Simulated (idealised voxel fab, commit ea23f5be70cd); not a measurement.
process module | voxel air gaps
cross-section cut | 235 nm wide | cells 5 nm
A cross-section is a grid of square cells, given in bands from the top down. A band is one or more rows of cells.
Each band's line starts with the height of the band's top and of its bottom, in nm. Then come its materials from left to right, each with its width in nm. One material with "throughout" fills the band from edge to edge. "air" is empty space.
Height 0 is the level under which the wafer as received is all one material. The lowest band goes on downwards, as in "0 down".
A width such as "30 to 40" changes by the same amount from each row of cells to the next, from the band's top row to its bottom row.
"no change" after a step means that no cell of the cross-section changed.
closed voids: empty space of 8 cells or more with no open way to the top, each as width x height at its distance from the left edge, in nm
after a step's settings: what the simulator itself notes on the step
overlay nm, on a step with a mask: how far to the right of its planned place the mask lay; to the left if negative
plan
1 op RECEIVE | material Si
2 op CONFORMAL_DEP | material SiO2 | thk nm 15
3 op CONFORMAL_DEP | material SiCN | thk nm 5
4 op DIRECTIONAL_DEP | material SiO2 | thk nm 35
5 op DIRECTIONAL_DEP | material aC | thk nm 10
6 op PATTERN | tone open | mask id LINES | material resist | width nm 25 | pitch nm 50 | thk nm 25 | overlay nm 0
7 op DIRECTIONAL_ETCH | etch materials aC | depth nm 10
8 op STRIP | etch materials resist
9 op DIRECTIONAL_ETCH | etch materials SiO2 | depth nm 35
10 op STRIP | etch materials aC
11 op CONFORMAL_DEP | material TiN | thk nm 5
12 op FILL_DEP | material Cu | thk nm 10
13 op CMP | height nm 55
14 op EPI | material Ru | thk nm 10
15 op SELECTIVE_ETCH | etch materials SiO2 | depth nm 45
16 op CONFORMAL_DEP | material SiCN | thk nm 5
as received, after step 1
  0 down: Si throughout
  closed voids: none
first wafer at the end, as planned
  70 to 65: air 40 | SiCN 155 | air 40
  65 to 55: air 40 | SiCN 5 | Ru 45 | SiCN 5 | Ru 45 | SiCN 5 | Ru 45 | SiCN 5 | air 40
  55 to 50: air 40 | SiCN 15 | TiN 5 | Cu 15 | TiN 5 | SiCN 25 | TiN 5 | Cu 15 | TiN 5 | SiCN 25 | TiN 5 | Cu 15 | TiN 5 | SiCN 15 | air 40
  50 to 25: air 50 | SiCN 5 | TiN 5 | Cu 15 | TiN 5 | SiCN 5 | air 15 | SiCN 5 | TiN 5 | Cu 15 | TiN 5 | SiCN 5 | air 15 | SiCN 5 | TiN 5 | Cu 15 | TiN 5 | SiCN 5 | air 50
  25 to 20: SiCN 55 | TiN 25 | SiCN 25 | TiN 25 | SiCN 25 | TiN 25 | SiCN 55
  20 to 15: SiCN throughout
  15 to 0: SiO2 throughout
  0 down: Si throughout
  closed voids: 15 x 25 at 85; 15 x 25 at 135
second wafer at the end: like start, like plan, one mistake
  70 to 65: SiCN throughout
  65 to 55: Ru 65 | SiCN 5 | Ru 45 | SiCN 5 | Ru 45 | SiCN 5 | Ru 65
  55 to 50: Cu 50 | TiN 5 | SiCN 25 | TiN 5 | Cu 15 | TiN 5 | SiCN 25 | TiN 5 | Cu 15 | TiN 5 | SiCN 25 | TiN 5 | Cu 50
  50 to 25: Cu 50 | TiN 5 | SiCN 5 | air 15 | SiCN 5 | TiN 5 | Cu 15 | TiN 5 | SiCN 5 | air 15 | SiCN 5 | TiN 5 | Cu 15 | TiN 5 | SiCN 5 | air 15 | SiCN 5 | TiN 5 | Cu 50
  25 to 20: TiN 55 | SiCN 25 | TiN 25 | SiCN 25 | TiN 25 | SiCN 25 | TiN 55
  20 to 15: SiCN throughout
  15 to 0: SiO2 throughout
  0 down: Si throughout
  closed voids: 15 x 25 at 60; 15 x 25 at 110; 15 x 25 at 160
what went wrong: step 6 ran as: op PATTERN | tone cover | mask id LINES | material resist | width nm 25 | pitch nm 50 | thk nm 25 | overlay nm 0
at the end the second wafer has, in cells: 102 more of Cu | 34 more of Ru | 4 fewer of SiCN | 17 more of TiN
closed voids at the end (first wafer, second wafer): 2, 3
